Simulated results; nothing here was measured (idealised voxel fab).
The process module presented herein is designated voxel transistor to metal.
Cross-section cut spans 175 nm and uses square cells 5 nm in size.
The cross-sections in this document take the form of a grid made of square cells. They are written out as bands, in order from top to bottom. Each band consists of one or more rows of cells. Band entry format. Leading values: height of top, height of bottom, nm. Remainder: materials in left-to-right order, each with its width in nm. Special words: "throughout" on a single material, which then fills the band edge to edge; "blank", empty space. The level at which height equals 0 is the one under which the wafer, as it arrives, is entirely one material. No lower edge exists for the bottom band, which continues downward and is notated as in "0 -> down". You'd read "30->40" like this: the band's top row of cells is as wide as the first number, its bottom row is as wide as the second, and going down, every row changes width by the same amount as the row before did. Where the words "no alteration" appear for a step, the cross-section shows no cell changed by that step; every cell remained as before. The entry titled "Enclosed internal voids" provides the empty spaces that have no open way to the top, restricted to those of 8 cells or more. Each is presented as width x height at distance, the distance being measured from the left edge, with all three in nm. On each step's line, the part that comes after the settings is the simulator's own comment on the step. Regarding "overlay nm": on a step with a mask, it is the distance the mask lay to the right of its planned place; a negative value places it to the left. Reading key. Pairs: pre-step and post-step cross-section, one process step apart; post-step view only to lowest changed band. Step between + settings: beneath pair. Runs: pairs may be from different runs of this module, same starting wafer. Continuation from pair above: only where "Pre-step view" entry says.

Pre-step view:
- 50 -> 40 = blank (55) | SiN (65) | blank (55)
- 40 -> 25 = blank (55) | SiN (10) | SiO2 (5) | SiCN (35) | SiO2 (5) | SiN (10) | blank (55)
- 25 -> 10 = blank (55) | SiN (10) | SiO2 (5) | polySi (35) | SiO2 (5) | SiN (10) | blank (55)
- 10 -> 5 = SiN (35) | blank (20) | SiN (10) | SiO2 (5) | polySi (35) | SiO2 (5) | SiN (10) | blank (30) | SiN (25)
- 5 -> 0 = SiN (65) | SiO2 (5) | polySi (35) | SiO2 (5) | SiN (65)
- 0 -> -5 = SiO2 (25) | SiN (40) | SiO2 (5) | polySi (35) | SiO2 (5) | SiN (50) | SiO2 (15)
- -5 -> -10 = SiO2 throughout
- -10 -> -30 = SiO2 (25) | Si (135) | SiO2 (15)
- -30 -> down = Si throughout
- Enclosed internal voids: none

State After Step:
- 40 -> 25 = blank (55) | SiN (10) | SiO2 (5) | SiCN (35) | SiO2 (5) | SiN (10) | blank (55)
- 25 -> 0 = blank (55) | SiN (10) | SiO2 (5) | polySi (35) | SiO2 (5) | SiN (10) | blank (55)
- 0 -> -5 = SiO2 (25) | SiN (10) | blank (20) | SiN (10) | SiO2 (5) | polySi (35) | SiO2 (5) | SiN (10) | blank (30) | SiN (10) | SiO2 (15)
- Rest of section, below -5: as before.
- Enclosed internal voids: none
Going from one cross-section above to the next, the wafer undergoes DIRECTIONAL_ETCH | etch materials SiN | depth nm 10

Pre-step view: it's just the after picture from the pair right above this one.

State After Step:
- 40 -> 35 = blank (55) | SiN (10) | blank (5) | SiCN (35) | blank (5) | SiN (10) | blank (55)
- 35 -> 25 = blank (55) | SiN (10) | SiO2 (5) | SiCN (35) | SiO2 (5) | SiN (10) | blank (55)
- 25 -> 0 = blank (55) | SiN (10) | SiO2 (5) | polySi (35) | SiO2 (5) | SiN (10) | blank (55)
- 0 -> -5 = blank (25) | SiN (10) | blank (20) | SiN (10) | SiO2 (5) | polySi (35) | SiO2 (5) | SiN (10) | blank (30) | SiN (10) | blank (15)
- -5 -> -10 = SiO2 (35) | blank (20) | SiO2 (65) | blank (30) | SiO2 (25)
- Rest of section, below -10: as before.
- Enclosed internal voids: none
Going from one cross-section above to the next, the wafer undergoes DIRECTIONAL_ETCH | etch materials SiO2 | depth nm 5

Pre-step view: it's just the after picture from the pair right above this one.

State After Step:
- 40 -> 35 = blank (55) | SiN (10) | blank (5) | SiCN (35) | blank (5) | SiN (10) | blank (55)
- 35 -> 25 = blank (55) | SiN (10) | SiO2 (5) | SiCN (35) | SiO2 (5) | SiN (10) | blank (55)
- 25 -> 0 = blank (55) | SiN (10) | SiO2 (5) | polySi (35) | SiO2 (5) | SiN (10) | blank (55)
- 0 -> -5 = blank (25) | SiN (10) | blank (20) | SiN (10) | SiO2 (5) | polySi (35) | SiO2 (5) | SiN (10) | blank (30) | SiN (10) | blank (15)
- -5 -> -10 = SiO2 (35) | blank (20) | SiO2 (65) | blank (30) | SiO2 (25)
- -10 -> -25 = SiO2 (25) | Si (10) | blank (20) | Si (65) | blank (30) | Si (10) | SiO2 (15)
- Rest of section, below -25: as before.
- Enclosed internal voids: none
Going from one cross-section above to the next, the wafer undergoes DIRECTIONAL_ETCH | etch materials Si | depth nm 15

Pre-step view: it's just the after picture from the pair right above this one.

State After Step:
- 40 -> 35 = blank (55) | SiN (10) | blank (5) | SiCN (35) | blank (5) | SiN (10) | blank (55)
- 35 -> 25 = blank (55) | SiN (10) | SiO2 (5) | SiCN (35) | SiO2 (5) | SiN (10) | blank (55)
- 25 -> 5 = blank (55) | SiN (10) | SiO2 (5) | polySi (35) | SiO2 (5) | SiN (10) | blank (55)
- 5 -> 0 = blank (30) | nSi (25) | SiN (10) | SiO2 (5) | polySi (35) | SiO2 (5) | SiN (10) | nSi (35) | blank (20)
- 0 -> -5 = blank (25) | SiN (10) | nSi (20) | SiN (10) | SiO2 (5) | polySi (35) | SiO2 (5) | SiN (10) | nSi (30) | SiN (10) | blank (15)
- -5 -> -10 = SiO2 (35) | nSi (20) | SiO2 (65) | nSi (30) | SiO2 (25)
- -10 -> -25 = SiO2 (25) | Si (10) | nSi (20) | Si (65) | nSi (30) | Si (10) | SiO2 (15)
- Rest of section, below -25: as before.
- Enclosed internal voids: none
Going from one cross-section above to the next, the wafer undergoes EPI | material nSi | thk nm 15

Pre-step view: it's just the after picture from the pair right above this one.

State After Step:
- 45 -> 40 = SiO2 throughout
- 40 -> 25 = SiO2 (55) | SiN (10) | SiO2 (5) | SiCN (35) | SiO2 (5) | SiN (10) | SiO2 (55)
- 25 -> 5 = SiO2 (55) | SiN (10) | SiO2 (5) | polySi (35) | SiO2 (5) | SiN (10) | SiO2 (55)
- 5 -> 0 = SiO2 (30) | nSi (25) | SiN (10) | SiO2 (5) | polySi (35) | SiO2 (5) | SiN (10) | nSi (35) | SiO2 (20)
- 0 -> -5 = SiO2 (25) | SiN (10) | nSi (20) | SiN (10) | SiO2 (5) | polySi (35) | SiO2 (5) | SiN (10) | nSi (30) | SiN (10) | SiO2 (15)
- Rest of section, below -5: as before.
- Enclosed internal voids: none
Going from one cross-section above to the next, the wafer undergoes FILL_DEP | material SiO2 | thk nm 5

Pre-step view: it's just the after picture from the pair right above this one.

State After Step:
- 25 -> 5 = SiO2 (55) | SiN (10) | SiO2 (5) | polySi (35) | SiO2 (5) | SiN (10) | SiO2 (55)
- Rest of section, below 5: as before.
- Enclosed internal voids: none
Going from one cross-section above to the next, the wafer undergoes CMP | height nm 25

Pre-step view: it's just the after picture from the pair right above this one.

State After Step:
- 25 -> 5 = SiO2 (55) | SiN (10) | SiO2 (5) | blank (35) | SiO2 (5) | SiN (10) | SiO2 (55)
- 5 -> 0 = SiO2 (30) | nSi (25) | SiN (10) | SiO2 (5) | blank (35) | SiO2 (5) | SiN (10) | nSi (35) | SiO2 (20)
- 0 -> -5 = SiO2 (25) | SiN (10) | nSi (20) | SiN (10) | SiO2 (5) | blank (35) | SiO2 (5) | SiN (10) | nSi (30) | SiN (10) | SiO2 (15)
- Rest of section, below -5: as before.
- Enclosed internal voids: none
Going from one cross-section above to the next, the wafer undergoes STRIP | etch materials polySi

Pre-step view: it's just the after picture from the pair right above this one.

State After Step:
- 25 -> 20 = blank (55) | SiN (10) | blank (45) | SiN (10) | blank (55)
- 20 -> 5 = SiO2 (55) | SiN (10) | blank (45) | SiN (10) | SiO2 (55)
- 5 -> 0 = SiO2 (30) | nSi (25) | SiN (10) | blank (45) | SiN (10) | nSi (35) | SiO2 (20)
- 0 -> -5 = SiO2 (25) | SiN (10) | nSi (20) | SiN (10) | blank (45) | SiN (10) | nSi (30) | SiN (10) | SiO2 (15)
- -5 -> -10 = SiO2 (35) | nSi (20) | SiO2 (10) | blank (45) | SiO2 (10) | nSi (30) | SiO2 (25)
- Rest of section, below -10: as before.
- Enclosed internal voids: none
Going from one cross-section above to the next, the wafer undergoes SELECTIVE_ETCH | etch materials SiO2 | depth nm 5

Pre-step view: it's just the after picture from the pair right above this one.

State After Step:
- 30 -> 25 = blank (50) | HfO2 (20) | blank (35) | HfO2 (20) | blank (50)
- 25 -> 20 = HfO2 (55) | SiN (10) | HfO2 (5) | blank (35) | HfO2 (5) | SiN (10) | HfO2 (55)
- 20 -> 5 = SiO2 (55) | SiN (10) | HfO2 (5) | blank (35) | HfO2 (5) | SiN (10) | SiO2 (55)
- 5 -> 0 = SiO2 (30) | nSi (25) | SiN (10) | HfO2 (5) | blank (35) | HfO2 (5) | SiN (10) | nSi (35) | SiO2 (20)
- 0 -> -5 = SiO2 (25) | SiN (10) | nSi (20) | SiN (10) | HfO2 (5) | blank (35) | HfO2 (5) | SiN (10) | nSi (30) | SiN (10) | SiO2 (15)
- -5 -> -10 = SiO2 (35) | nSi (20) | SiO2 (10) | HfO2 (45) | SiO2 (10) | nSi (30) | SiO2 (25)
- Rest of section, below -10: as before.
- Enclosed internal voids: none
Going from one cross-section above to the next, the wafer undergoes CONFORMAL_DEP | material HfO2 | thk nm 5

Pre-step view: it's just the after picture from the pair right above this one.

State After Step:
- 35 -> 30 = blank (45) | TiN (30) | blank (25) | TiN (30) | blank (45)
- 30 -> 25 = TiN (50) | HfO2 (20) | TiN (5) | blank (25) | TiN (5) | HfO2 (20) | TiN (50)
- 25 -> 20 = HfO2 (55) | SiN (10) | HfO2 (5) | TiN (5) | blank (25) | TiN (5) | HfO2 (5) | SiN (10) | HfO2 (55)
- 20 -> 5 = SiO2 (55) | SiN (10) | HfO2 (5) | TiN (5) | blank (25) | TiN (5) | HfO2 (5) | SiN (10) | SiO2 (55)
- 5 -> 0 = SiO2 (30) | nSi (25) | SiN (10) | HfO2 (5) | TiN (5) | blank (25) | TiN (5) | HfO2 (5) | SiN (10) | nSi (35) | SiO2 (20)
- 0 -> -5 = SiO2 (25) | SiN (10) | nSi (20) | SiN (10) | HfO2 (5) | TiN (35) | HfO2 (5) | SiN (10) | nSi (30) | SiN (10) | SiO2 (15)
- Rest of section, below -5: as before.
- Enclosed internal voids: none
Going from one cross-section above to the next, the wafer undergoes CONFORMAL_DEP | material TiN | thk nm 5

Pre-step view: it's just the after picture from the pair right above this one.

State After Step:
- 40 -> 35 = W throughout
- 35 -> 30 = W (45) | TiN (30) | W (25) | TiN (30) | W (45)
- 30 -> 25 = TiN (50) | HfO2 (20) | TiN (5) | W (25) | TiN (5) | HfO2 (20) | TiN (50)
- 25 -> 20 = HfO2 (55) | SiN (10) | HfO2 (5) | TiN (5) | W (25) | TiN (5) | HfO2 (5) | SiN (10) | HfO2 (55)
- 20 -> 5 = SiO2 (55) | SiN (10) | HfO2 (5) | TiN (5) | W (25) | TiN (5) | HfO2 (5) | SiN (10) | SiO2 (55)
- 5 -> 0 = SiO2 (30) | nSi (25) | SiN (10) | HfO2 (5) | TiN (5) | W (25) | TiN (5) | HfO2 (5) | SiN (10) | nSi (35) | SiO2 (20)
- Rest of section, below 0: as before.
- Enclosed internal voids: none
Going from one cross-section above to the next, the wafer undergoes FILL_DEP | material W | thk nm 5

Pre-step view: it's just the after picture from the pair right above this one.

State After Step:
- 20 -> 5 = SiO2 (55) | SiN (10) | HfO2 (5) | TiN (5) | W (25) | TiN (5) | HfO2 (5) | SiN (10) | SiO2 (55)
- Rest of section, below 5: as before.
- Enclosed internal voids: none
Going from one cross-section above to the next, the wafer undergoes CMP | height nm 20

Pre-step view: it's just the after picture from the pair right above this one.

State After Step:
- 30 -> 20 = SiO2 throughout
- Rest of section, below 20: as before.
- Enclosed internal voids: none
Going from one cross-section above to the next, the wafer undergoes DIRECTIONAL_DEP | material SiO2 | thk nm 10

Pre-step view: it's just the after picture from the pair right above this one.

State After Step:
- 30 -> 20 = SiO2 (30) | blank (20) | SiO2 (75) | blank (20) | SiO2 (30)
- 20 -> 5 = SiO2 (30) | blank (20) | SiO2 (5) | SiN (10) | HfO2 (5) | TiN (5) | W (25) | TiN (5) | HfO2 (5) | SiN (10) | SiO2 (5) | blank (20) | SiO2 (30)
- Rest of section, below 5: as before.
- Enclosed internal voids: none
Going from one cross-section above to the next, the wafer undergoes MASKED_ETCH | tone open | mask id CONTACT | width nm 20 | pitch nm 95 | etch materials SiO2 | depth nm 25 | overlay nm 0

Pre-step view: it's just the after picture from the pair right above this one.

State After Step:
- 35 -> 30 = TiN (35) | blank (10) | TiN (85) | blank (10) | TiN (35)
- 30 -> 20 = SiO2 (30) | TiN (5) | blank (10) | TiN (5) | SiO2 (75) | TiN (5) | blank (10) | TiN (5) | SiO2 (30)
- 20 -> 10 = SiO2 (30) | TiN (5) | blank (10) | TiN (5) | SiO2 (5) | SiN (10) | HfO2 (5) | TiN (5) | W (25) | TiN (5) | HfO2 (5) | SiN (10) | SiO2 (5) | TiN (5) | blank (10) | TiN (5) | SiO2 (30)
- 10 -> 5 = SiO2 (30) | TiN (20) | SiO2 (5) | SiN (10) | HfO2 (5) | TiN (5) | W (25) | TiN (5) | HfO2 (5) | SiN (10) | SiO2 (5) | TiN (20) | SiO2 (30)
- Rest of section, below 5: as before.
- Enclosed internal voids: none
Going from one cross-section above to the next, the wafer undergoes CONFORMAL_DEP | material TiN | thk nm 5

Pre-step view: it's just the after picture from the pair right above this one.

State After Step:
- 45 -> 35 = W throughout
- 35 -> 30 = TiN (35) | W (10) | TiN (85) | W (10) | TiN (35)
- 30 -> 20 = SiO2 (30) | TiN (5) | W (10) | TiN (5) | SiO2 (75) | TiN (5) | W (10) | TiN (5) | SiO2 (30)
- 20 -> 10 = SiO2 (30) | TiN (5) | W (10) | TiN (5) | SiO2 (5) | SiN (10) | HfO2 (5) | TiN (5) | W (25) | TiN (5) | HfO2 (5) | SiN (10) | SiO2 (5) | TiN (5) | W (10) | TiN (5) | SiO2 (30)
- Rest of section, below 10: as before.
- Enclosed internal voids: none
Going from one cross-section above to the next, the wafer undergoes FILL_DEP | material W | thk nm 10

Pre-step view: it's just the after picture from the pair right above this one.

State After Step:
- 30 -> 20 = SiO2 (30) | TiN (5) | W (10) | TiN (5) | SiO2 (75) | TiN (5) | W (10) | TiN (5) | SiO2 (30)
- Rest of section, below 20: as before.
- Enclosed internal voids: none
Going from one cross-section above to the next, the wafer undergoes CMP | height nm 30

Pre-step view: it's just the after picture from the pair right above this one.

State After Step:
- 35 -> 30 = TiN throughout
- Rest of section, below 30: as before.
- Enclosed internal voids: none
Going from one cross-section above to the next, the wafer undergoes DIRECTIONAL_DEP | material TiN | thk nm 5

Pre-step view: it's just the after picture from the pair right above this one.

State After Step:
- 50 -> 35 = W throughout
- Rest of section, below 35: as before.
- Enclosed internal voids: none
Going from one cross-section above to the next, the wafer undergoes DIRECTIONAL_DEP | material W | thk nm 15

Pre-step view: it's just the after picture from the pair right above this one.

State After Step:
- 60 -> 50 = aC throughout
- Rest of section, below 50: as before.
- Enclosed internal voids: none
Going from one cross-section above to the next, the wafer undergoes DIRECTIONAL_DEP | material aC | thk nm 10

Pre-step view: it's just the after picture from the pair right above this one.

State After Step:
- 90 -> 60 = blank (30) | resist (20) | blank (75) | resist (20) | blank (30)
- Rest of section, below 60: as before.
- Enclosed internal voids: none
Going from one cross-section above to the next, the wafer undergoes PATTERN | tone cover | mask id METAL_1 | material resist | width nm 20 | pitch nm 95 | thk nm 30 | overlay nm 0

Pre-step view: it's just the after picture from the pair right above this one.

State After Step:
- 80 -> 60 = blank (30) | resist (20) | blank (75) | resist (20) | blank (30)
- 60 -> 50 = blank (30) | aC (20) | blank (75) | aC (20) | blank (30)
- Rest of section, below 50: as before.
- Enclosed internal voids: none
Going from one cross-section above to the next, the wafer undergoes DIRECTIONAL_ETCH | etch materials aC | depth nm 10

Pre-step view: it's just the after picture from the pair right above this one.

State After Step:
- 60 -> 50 = blank (30) | aC (20) | blank (75) | aC (20) | blank (30)
- Rest of section, below 50: as before.
- Enclosed internal voids: none
Going from one cross-section above to the next, the wafer undergoes STRIP | etch materials resist

Pre-step view: it's just the after picture from the pair right above this one.

State After Step:
- 60 -> 50 = blank (30) | aC (20) | blank (75) | aC (20) | blank (30)
- 50 -> 35 = blank (30) | W (20) | blank (75) | W (20) | blank (30)
- Rest of section, below 35: as before.
- Enclosed internal voids: none
Going from one cross-section above to the next, the wafer undergoes DIRECTIONAL_ETCH | etch materials W | depth nm 15

Pre-step view: it's just the after picture from the pair right above this one.

State After Step:
- 60 -> 50 = blank (30) | aC (20) | blank (75) | aC (20) | blank (30)
- 50 -> 35 = blank (30) | W (20) | blank (75) | W (20) | blank (30)
- 35 -> 30 = blank (30) | TiN (20) | blank (75) | TiN (20) | blank (30)
- Rest of section, below 30: as before.
- Enclosed internal voids: none
Going from one cross-section above to the next, the wafer undergoes DIRECTIONAL_ETCH | etch materials TiN | depth nm 5

Pre-step view: it's just the after picture from the pair right above this one.

State After Step:
- 50 -> 35 = blank (30) | W (20) | blank (75) | W (20) | blank (30)
- Rest of section, below 35: as before.
- Enclosed internal voids: none
Going from one cross-section above to the next, the wafer undergoes STRIP | etch materials aC

Pre-step view: it's just the after picture from the pair right above this one.

State After Step:
- 55 -> 50 = blank (25) | SiCN (30) | blank (65) | SiCN (30) | blank (25)
- 50 -> 35 = blank (25) | SiCN (5) | W (20) | SiCN (5) | blank (65) | SiCN (5) | W (20) | SiCN (5) | blank (25)
- 35 -> 30 = SiCN (30) | TiN (20) | SiCN (75) | TiN (20) | SiCN (30)
- Rest of section, below 30: as before.
- Enclosed internal voids: none
Going from one cross-section above to the next, the wafer undergoes CONFORMAL_DEP | material SiCN | thk nm 5

Pre-step view: it's just the after picture from the pair right above this one.

State After Step:
- 65 -> 55 = lowk throughout
- 55 -> 50 = lowk (25) | SiCN (30) | lowk (65) | SiCN (30) | lowk (25)
- 50 -> 35 = lowk (25) | SiCN (5) | W (20) | SiCN (5) | lowk (65) | SiCN (5) | W (20) | SiCN (5) | lowk (25)
- Rest of section, below 35: as before.
- Enclosed internal voids: none
Going from one cross-section above to the next, the wafer undergoes FILL_DEP | material lowk | thk nm 10

Pre-step view: it's just the after picture from the pair right above this one.

State After Step:
- 50 -> 35 = lowk (25) | SiCN (5) | W (20) | SiCN (5) | lowk (65) | SiCN (5) | W (20) | SiCN (5) | lowk (25)
- Rest of section, below 35: as before.
- Enclosed internal voids: none
Going from one cross-section above to the next, the wafer undergoes CMP | height nm 50

Pre-step view: it's just the after picture from the pair right above this one.

State After Step:
- 55 -> 50 = SiCN throughout
- Rest of section, below 50: as before.
- Enclosed internal voids: none
Going from one cross-section above to the next, the wafer undergoes CONFORMAL_DEP | material SiCN | thk nm 5

Pre-step view:
- 30 -> 20 = SiO2 (30) | blank (20) | SiO2 (75) | blank (20) | SiO2 (30)
- 20 -> 5 = SiO2 (30) | blank (20) | SiO2 (5) | SiN (10) | HfO2 (5) | TiN (5) | W (25) | TiN (5) | HfO2 (5) | SiN (10) | SiO2 (5) | blank (20) | SiO2 (30)
- 5 -> 0 = SiO2 (25) | nSi (30) | SiN (10) | HfO2 (5) | TiN (5) | W (25) | TiN (5) | HfO2 (5) | SiN (10) | nSi (30) | SiO2 (25)
- 0 -> -5 = SiO2 (20) | SiN (10) | nSi (25) | SiN (10) | HfO2 (5) | TiN (35) | HfO2 (5) | SiN (10) | nSi (25) | SiN (10) | SiO2 (20)
- -5 -> -10 = SiO2 (30) | nSi (25) | SiO2 (10) | HfO2 (45) | SiO2 (10) | nSi (25) | SiO2 (30)
- -10 -> -25 = SiO2 (20) | Si (10) | nSi (25) | Si (65) | nSi (25) | Si (10) | SiO2 (20)
- -25 -> -30 = SiO2 (20) | Si (135) | SiO2 (20)
- -30 -> down = Si throughout
- Enclosed internal voids: none

State After Step:
- 35 -> 30 = aC (35) | blank (10) | aC (85) | blank (10) | aC (35)
- 30 -> 20 = SiO2 (30) | aC (5) | blank (10) | aC (5) | SiO2 (75) | aC (5) | blank (10) | aC (5) | SiO2 (30)
- 20 -> 10 = SiO2 (30) | aC (5) | blank (10) | aC (5) | SiO2 (5) | SiN (10) | HfO2 (5) | TiN (5) | W (25) | TiN (5) | HfO2 (5) | SiN (10) | SiO2 (5) | aC (5) | blank (10) | aC (5) | SiO2 (30)
- 10 -> 5 = SiO2 (30) | aC (20) | SiO2 (5) | SiN (10) | HfO2 (5) | TiN (5) | W (25) | TiN (5) | HfO2 (5) | SiN (10) | SiO2 (5) | aC (20) | SiO2 (30)
- Rest of section, below 5: as before.
- Enclosed internal voids: none
Going from one cross-section above to the next, the wafer undergoes CONFORMAL_DEP | material aC | thk nm 5

Pre-step view: it's just the after picture from the pair right above this one.

State After Step:
- 45 -> 35 = W throughout
- 35 -> 30 = aC (35) | W (10) | aC (85) | W (10) | aC (35)
- 30 -> 20 = SiO2 (30) | aC (5) | W (10) | aC (5) | SiO2 (75) | aC (5) | W (10) | aC (5) | SiO2 (30)
- 20 -> 10 = SiO2 (30) | aC (5) | W (10) | aC (5) | SiO2 (5) | SiN (10) | HfO2 (5) | TiN (5) | W (25) | TiN (5) | HfO2 (5) | SiN (10) | SiO2 (5) | aC (5) | W (10) | aC (5) | SiO2 (30)
- Rest of section, below 10: as before.
- Enclosed internal voids: none
Going from one cross-section above to the next, the wafer undergoes FILL_DEP | material W | thk nm 10

Pre-step view: it's just the after picture from the pair right above this one.

State After Step:
- 30 -> 20 = SiO2 (30) | aC (5) | W (10) | aC (5) | SiO2 (75) | aC (5) | W (10) | aC (5) | SiO2 (30)
- Rest of section, below 20: as before.
- Enclosed internal voids: none
Going from one cross-section above to the next, the wafer undergoes CMP | height nm 30

Pre-step view: it's just the after picture from the pair right above this one.

State After Step:
- 35 -> 30 = TiN throughout
- Rest of section, below 30: as before.
- Enclosed internal voids: none
Going from one cross-section above to the next, the wafer undergoes DIRECTIONAL_DEP | material TiN | thk nm 5

Pre-step view: it's just the after picture from the pair right above this one.

State After Step:
- 50 -> 35 = W throughout
- Rest of section, below 35: as before.
- Enclosed internal voids: none
Going from one cross-section above to the next, the wafer undergoes DIRECTIONAL_DEP | material W | thk nm 15

Pre-step view: it's just the after picture from the pair right above this one.

State After Step:
- 60 -> 50 = aC throughout
- Rest of section, below 50: as before.
- Enclosed internal voids: none
Going from one cross-section above to the next, the wafer undergoes DIRECTIONAL_DEP | material aC | thk nm 10

Pre-step view: it's just the after picture from the pair right above this one.

State After Step:
- 90 -> 60 = blank (30) | resist (20) | blank (75) | resist (20) | blank (30)
- Rest of section, below 60: as before.
- Enclosed internal voids: none
Going from one cross-section above to the next, the wafer undergoes PATTERN | tone cover | mask id METAL_1 | material resist | width nm 20 | pitch nm 95 | thk nm 30 | overlay nm 0

Pre-step view: it's just the after picture from the pair right above this one.

State After Step:
- 80 -> 60 = blank (30) | resist (20) | blank (75) | resist (20) | blank (30)
- 60 -> 50 = blank (30) | aC (20) | blank (75) | aC (20) | blank (30)
- Rest of section, below 50: as before.
- Enclosed internal voids: none
Going from one cross-section above to the next, the wafer undergoes DIRECTIONAL_ETCH | etch materials aC | depth nm 10

Pre-step view: it's just the after picture from the pair right above this one.

State After Step:
- 60 -> 50 = blank (30) | aC (20) | blank (75) | aC (20) | blank (30)
- Rest of section, below 50: as before.
- Enclosed internal voids: none
Going from one cross-section above to the next, the wafer undergoes STRIP | etch materials resist

Pre-step view: it's just the after picture from the pair right above this one.

State After Step:
- 60 -> 50 = blank (30) | aC (20) | blank (75) | aC (20) | blank (30)
- 50 -> 35 = blank (30) | W (20) | blank (75) | W (20) | blank (30)
- Rest of section, below 35: as before.
- Enclosed internal voids: none
Going from one cross-section above to the next, the wafer undergoes DIRECTIONAL_ETCH | etch materials W | depth nm 15

Pre-step view: it's just the after picture from the pair right above this one.

State After Step:
- 60 -> 50 = blank (30) | aC (20) | blank (75) | aC (20) | blank (30)
- 50 -> 35 = blank (30) | W (20) | blank (75) | W (20) | blank (30)
- 35 -> 30 = blank (30) | TiN (20) | blank (75) | TiN (20) | blank (30)
- Rest of section, below 30: as before.
- Enclosed internal voids: none
Going from one cross-section above to the next, the wafer undergoes DIRECTIONAL_ETCH | etch materials TiN | depth nm 5

Pre-step view: it's just the after picture from the pair right above this one.

State After Step:
- 50 -> 35 = blank (30) | W (20) | blank (75) | W (20) | blank (30)
- Rest of section, below 35: as before.
- Enclosed internal voids: none
Going from one cross-section above to the next, the wafer undergoes STRIP | etch materials aC

Pre-step view: it's just the after picture from the pair right above this one.

State After Step:
- 55 -> 50 = blank (25) | SiCN (30) | blank (65) | SiCN (30) | blank (25)
- 50 -> 35 = blank (25) | SiCN (5) | W (20) | SiCN (5) | blank (65) | SiCN (5) | W (20) | SiCN (5) | blank (25)
- 35 -> 30 = SiCN (30) | TiN (20) | SiCN (75) | TiN (20) | SiCN (30)
- Rest of section, below 30: as before.
- Enclosed internal voids: none
Going from one cross-section above to the next, the wafer undergoes CONFORMAL_DEP | material SiCN | thk nm 5

Pre-step view: it's just the after picture from the pair right above this one.

State After Step:
- 65 -> 55 = lowk throughout
- 55 -> 50 = lowk (25) | SiCN (30) | lowk (65) | SiCN (30) | lowk (25)
- 50 -> 35 = lowk (25) | SiCN (5) | W (20) | SiCN (5) | lowk (65) | SiCN (5) | W (20) | SiCN (5) | lowk (25)
- Rest of section, below 35: as before.
- Enclosed internal voids: none
Going from one cross-section above to the next, the wafer undergoes FILL_DEP | material lowk | thk nm 10

Pre-step view: it's just the after picture from the pair right above this one.

State After Step:
- 50 -> 35 = lowk (25) | SiCN (5) | W (20) | SiCN (5) | lowk (65) | SiCN (5) | W (20) | SiCN (5) | lowk (25)
- Rest of section, below 35: as before.
- Enclosed internal voids: none
Going from one cross-section above to the next, the wafer undergoes CMP | height nm 50

Pre-step view: it's just the after picture from the pair right above this one.

State After Step:
- 55 -> 50 = SiCN throughout
- Rest of section, below 50: as before.
- Enclosed internal voids: none
Going from one cross-section above to the next, the wafer undergoes CONFORMAL_DEP | material SiCN | thk nm 5

Pre-step view:
- 15 -> 0 = SiN throughout
- 0 -> -5 = SiO2 throughout
- -5 -> down = Si throughout
- Enclosed internal voids: none

State After Step:
- 35 -> 15 = resist (20) | blank (135) | resist (20)
- Rest of section, below 15: as before.
- Enclosed internal voids: none
Going from one cross-section above to the next, the wafer undergoes PATTERN | tone open | mask id ACTIVE | material resist | width nm 135 | thk nm 20 | overlay nm 0

Pre-step view: it's just the after picture from the pair right above this one.

State After Step:
- 35 -> 15 = resist (20) | blank (135) | resist (20)
- 15 -> 0 = SiN (20) | blank (135) | SiN (20)
- Rest of section, below 0: as before.
- Enclosed internal voids: none
Going from one cross-section above to the next, the wafer undergoes DIRECTIONAL_ETCH | etch materials SiN | depth nm 15

Pre-step view: it's just the after picture from the pair right above this one.

State After Step:
- 35 -> 15 = resist (20) | blank (135) | resist (20)
- 15 -> 0 = SiN (20) | blank (135) | SiN (20)
- 0 -> -5 = SiO2 (20) | blank (135) | SiO2 (20)
- Rest of section, below -5: as before.
- Enclosed internal voids: none
Going from one cross-section above to the next, the wafer undergoes DIRECTIONAL_ETCH | etch materials SiO2 | depth nm 5

Pre-step view: it's just the after picture from the pair right above this one.

State After Step:
- 35 -> 15 = resist (20) | blank (135) | resist (20)
- 15 -> 0 = SiN (20) | blank (135) | SiN (20)
- 0 -> -5 = SiO2 (20) | blank (135) | SiO2 (20)
- -5 -> -30 = Si (20) | blank (135) | Si (20)
- Rest of section, below -30: as before.
- Enclosed internal voids: none
Going from one cross-section above to the next, the wafer undergoes DIRECTIONAL_ETCH | etch materials Si | depth nm 25

Pre-step view: it's just the after picture from the pair right above this one.

State After Step:
- 15 -> 0 = SiN (20) | blank (135) | SiN (20)
- Rest of section, below 0: as before.
- Enclosed internal voids: none
Going from one cross-section above to the next, the wafer undergoes STRIP | etch materials resist

Pre-step view: it's just the after picture from the pair right above this one.

State After Step:
- 30 -> 15 = SiO2 throughout
- 15 -> 0 = SiN (20) | SiO2 (135) | SiN (20)
- 0 -> -5 = SiO2 throughout
- -5 -> -30 = Si (20) | SiO2 (135) | Si (20)
- Rest of section, below -30: as before.
- Enclosed internal voids: none
Going from one cross-section above to the next, the wafer undergoes FILL_DEP | material SiO2 | thk nm 15

Pre-step view: it's just the after picture from the pair right above this one.

State After Step:
- 15 -> 0 = SiN (20) | SiO2 (135) | SiN (20)
- Rest of section, below 0: as before.
- Enclosed internal voids: none
Going from one cross-section above to the next, the wafer undergoes CMP | height nm 15

Pre-step view: it's just the after picture from the pair right above this one.

State After Step:
- 15 -> 5 = SiN (20) | blank (135) | SiN (20)
- Rest of section, below 5: as before.
- Enclosed internal voids: none
Going from one cross-section above to the next, the wafer undergoes SELECTIVE_ETCH | etch materials SiO2 | depth nm 10

Pre-step view: it's just the after picture from the pair right above this one.

State After Step:
- 5 -> 0 = blank (20) | SiO2 (135) | blank (20)
- Rest of section, below 0: as before.
- Enclosed internal voids: none
Going from one cross-section above to the next, the wafer undergoes STRIP | etch materials SiN

Pre-step view: it's just the after picture from the pair right above this one.

State After Step:
- 0 -> -5 = blank (25) | SiO2 (125) | blank (25)
- Rest of section, below -5: as before.
- Enclosed internal voids: none
Going from one cross-section above to the next, the wafer undergoes SELECTIVE_ETCH | etch materials SiO2 | depth nm 5

Pre-step view: it's just the after picture from the pair right above this one.

State After Step:
- 0 -> -5 = blank (25) | SiO2 (125) | blank (25)
- -5 -> -10 = SiO2 throughout
- Rest of section, below -10: as before.
- Enclosed internal voids: none
Going from one cross-section above to the next, the wafer undergoes OXIDIZE | depth nm 5

Pre-step view: it's just the after picture from the pair right above this one.

State After Step:
- 30 -> 25 = blank (25) | polySi (125) | blank (25)
- 25 -> 0 = polySi throughout
- 0 -> -5 = polySi (25) | SiO2 (125) | polySi (25)
- Rest of section, below -5: as before.
- Enclosed internal voids: none
Going from one cross-section above to the next, the wafer undergoes DIRECTIONAL_DEP | material polySi | thk nm 30
